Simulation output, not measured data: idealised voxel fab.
process module | voxel lift off
cross-section cut | 140 nm wide | cells 5 nm
A cross-section is a grid of square cells, given in bands from the top down. A band is one or more rows of cells.
Each band's line starts with the height of the band's top and of its bottom, in nm. Then come its materials from left to right, each with its width in nm. One material with "throughout" fills the band from edge to edge. "air" is empty space.
Height 0 is the level under which the wafer as received is all one material. The lowest band goes on downwards, as in "0 down".
A width such as "30 to 40" changes by the same amount from each row of cells to the next, from the band's top row to its bottom row.
"no change" after a step means that no cell of the cross-section changed.
closed voids: empty space of 8 cells or more with no open way to the top, each as width x height at its distance from the left edge, in nm
after a step's settings: what the simulator itself notes on the step
overlay nm, on a step with a mask: how far to the right of its planned place the mask lay; to the left if negative
plan
1 op RECEIVE | material Si
2 op CONFORMAL_DEP | material Al2O3 | thk nm 15
3 op PATTERN | tone open | mask id LINES | material resist | width nm 25 | pitch nm 40 | thk nm 20 | overlay nm 0
4 op DIRECTIONAL_DEP | material Ru | thk nm 10
5 op STRIP | etch materials resist
6 op CONFORMAL_DEP | material SiO2 | thk nm 5
varied across the wafers: thk nm of step 6. The plan shows the first wafer's value. All wafers start alike
first wafer as received, after step 1
  0 down: Si throughout
  closed voids: none
first wafer at the end, after step 6
  30 to 25: air 30 | SiO2 35 | air 5 | SiO2 35 | air 35
  25 to 20: air 30 | SiO2 5 | Ru 25 | SiO2 5 | air 5 | SiO2 5 | Ru 25 | SiO2 5 | air 35
  20 to 15: SiO2 35 | Ru 25 | SiO2 15 | Ru 25 | SiO2 40
  15 to 0: Al2O3 throughout
  0 down: Si throughout
  closed voids: none
last wafer at the end
  50 to 40: air 10 | SiO2 115 | air 15
  40 to 25: SiO2 throughout
  25 to 15: SiO2 35 | Ru 25 | SiO2 15 | Ru 25 | SiO2 40
  15 to 0: Al2O3 throughout
  0 down: Si throughout
  closed voids: none
each wafer at the end: cells of each material gained (+) or lost (-) since it was received, then its closed voids
thk nm 5 | +84 Al2O3 | +20 Ru | +36 SiO2 | closed voids: none
thk nm 10 | +84 Al2O3 | +20 Ru | +70 SiO2 | closed voids: none
thk nm 15 | +84 Al2O3 | +20 Ru | +102 SiO2 | closed voids: none
thk nm 20 | +84 Al2O3 | +20 Ru | +134 SiO2 | closed voids: none
thk nm 25 | +84 Al2O3 | +20 Ru | +166 SiO2 | closed voids: none
